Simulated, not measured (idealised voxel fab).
The following process module bears the name voxel self aligned contacts.
Cross-sectional view cut (width: 200 nm; square cell size: 5 nm).
If you're reading a cross-section in this doc, picture square cells in a grid; it comes to you as bands, top ones listed first down to the bottom, and a band can be one or more rows of cells.
Band: top and bottom heights (nm) first, top before bottom; then materials from left to right, widths in nm. "edge to edge" marks a sole material filling the band edge to edge. "blank" denotes empty space.
We count height from 0. Below that, the starting wafer is all one material. The lowest band never ends at the bottom but goes on down; see "z 0 and below" for how that is written.
Width "30->40": first value at the band's top row of cells, second value at its bottom row, equal change from row to row.
Given "no change" for a step, no cell of the cross-section differs between before and after that step.
The label "Closed void listing" introduces a list of the empty spaces, 8 cells or larger, that have no open way up to the top; each entry in it reads width x height at distance, where the distance is taken from the left edge and all three are stated in nm.
On each step's line, the part that comes after the settings is the simulator's own comment on the step.
"overlay nm" answers the question of how far to the right of plan the mask lay on a step that has a mask, and when it is negative the answer is to the left.

[Process steps foreseen in the plan]
1,RECEIVE (material Si)
2,OXIDIZE (depth nm 5)
3,DIRECTIONAL_DEP (material polySi; thk nm 30)
4,DIRECTIONAL_DEP (material SiN; thk nm 15)
5,MASKED_ETCH (tone cover; mask id GATE; width nm 35; pitch nm 60; etch materials SiN; depth nm 15; overlay nm 0)
6,MASKED_ETCH (tone cover; mask id GATE; width nm 35; pitch nm 60; etch materials polySi; depth nm 30; overlay nm 0)
7,CONFORMAL_DEP (material SiN; thk nm 5)
8,DIRECTIONAL_ETCH (etch materials SiN; depth nm 5)
9,FILL_DEP (material SiO2; thk nm 20)
10,CMP (height nm 55)
11,MASKED_ETCH (tone open; mask id CONTACT; width nm 35; pitch nm 60; etch materials SiO2; depth nm 60; overlay nm 0)
12,CONFORMAL_DEP (material TiN; thk nm 5)
13,FILL_DEP (material W; thk nm 10)
14,CMP (height nm 55)
15,CONFORMAL_DEP (material SiN; thk nm 5)

[Cross-section of the incoming wafer, state after step 1]
z 0 and below = Si edge to edge
Closed void listing: none

[Cross-section at module end, one run error; start and plan unchanged from above]
z 60 to 55 = SiO2 edge to edge
z 55 to 45 = SiO2 50  TiN 5->15  W 25->5  TiN 5->15  SiO2 25  TiN 5->15  W 25->5  TiN 5->15  SiO2 55
z 45 to 30 = SiO2 15  SiN 45  TiN 5  W 5  TiN 5  SiN 45  TiN 5  W 5  TiN 5  SiN 45  SiO2 20
z 30 to 0 = SiO2 15  SiN 5  polySi 35  SiN 5  TiN 5  W 5  TiN 5  SiN 5  polySi 35  SiN 5  TiN 5  W 5  TiN 5  SiN 5  polySi 35  SiN 5  SiO2 20
z 0 to -5 = SiO2 60  TiN 15  SiO2 45  TiN 15  SiO2 65
z -5 and below = Si edge to edge
Closed void listing: none
Plan not followed: heads up, step 15 didn't go per plan, it actually ran as CONFORMAL_DEP (material SiO2; thk nm 5)
